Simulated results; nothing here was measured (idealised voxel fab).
Process module name: voxel trench capacitor
Section shown: cut. Width: 265 nm. Cell size: 5 nm, square.
Cross-section format: a grid of square cells, given as bands from top to bottom; each band is one or more rows of cells. For a band, the entry starts with two heights in nm, that of the top and then that of the bottom, and carries on with the band's materials in order from left to right, each alongside its width in nm; the word "everywhere" beside a single material means it fills the band edge to edge, and "air" means empty space. Zero point of the height axis is 0; under it, received wafer = one material. Lowest band: continues down indefinitely, "0 nm and below". Width: "30..40" (first number = top row, second number = bottom row, same change from row to row of cells). Where the words "nothing different" appear for a step, the cross-section shows no cell changed by that step; every cell remained as before. Heads up: "Trapped cavities" only lists the empty pockets with no open path to the top that are 8 cells or more, and it writes them as width x height at distance, distance from the left edge, in nm. Text after the settings on a step's line: the simulator's own remark on that step. On any step carrying a mask, the "overlay nm" setting, if present on the step's line, tells how far right of its planned place the mask lay; negative values point to the left.
-- The planned process steps are enumerated hereunder
step 1: RECEIVE, material Si
step 2: CONFORMAL_DEP, material SiN, thk nm 5
step 3: DIRECTIONAL_DEP, material aC, thk nm 10
step 4: PATTERN, tone open, mask id TRENCH, material resist, width nm 30, pitch nm 60, thk nm 30, overlay nm 0
step 5: DIRECTIONAL_ETCH, etch materials aC, depth nm 10
step 6: STRIP, etch materials resist
step 7: DIRECTIONAL_ETCH, etch materials SiN, depth nm 5
step 8: DIRECTIONAL_ETCH, etch materials Si, depth nm 40
step 9: STRIP, etch materials aC
step 10: CONFORMAL_DEP, material HfO2, thk nm 5
step 11: CONFORMAL_DEP, material TiN, thk nm 5
step 12: FILL_DEP, material W, thk nm 5
step 13: CMP, height nm 5
-- Shown in cross-section is the wafer as received, that is, as it stands after step 1
	0 nm and below | Si everywhere
	Trapped cavities: none
-- Same starting wafer, same plan as above, one mistake in the execution; this is the cross-section at the end of the module
	20 nm to 15 nm | W everywhere
	15 nm to 10 nm | 95 TiN | 10 W | 50 TiN | 10 W | 100 TiN
	10 nm to 5 nm | 90 HfO2 | 5 TiN | 10 W | 5 TiN | 40 HfO2 | 5 TiN | 10 W | 5 TiN | 95 HfO2
	5 nm to 0 nm | 85 SiN | 5 HfO2 | 5 TiN | 10 W | 5 TiN | 5 HfO2 | 30 SiN | 5 HfO2 | 5 TiN | 10 W | 5 TiN | 5 HfO2 | 90 SiN
	0 nm to -30 nm | 85 Si | 5 HfO2 | 5 TiN | 10 W | 5 TiN | 5 HfO2 | 30 Si | 5 HfO2 | 5 TiN | 10 W | 5 TiN | 5 HfO2 | 90 Si
	-30 nm to -35 nm | 85 Si | 5 HfO2 | 20 TiN | 5 HfO2 | 30 Si | 5 HfO2 | 20 TiN | 5 HfO2 | 90 Si
	-35 nm to -40 nm | 85 Si | 30 HfO2 | 30 Si | 30 HfO2 | 90 Si
	-40 nm and below | Si everywhere
	Trapped cavities: none
Plan not followed: plan step 13: skipped, not run
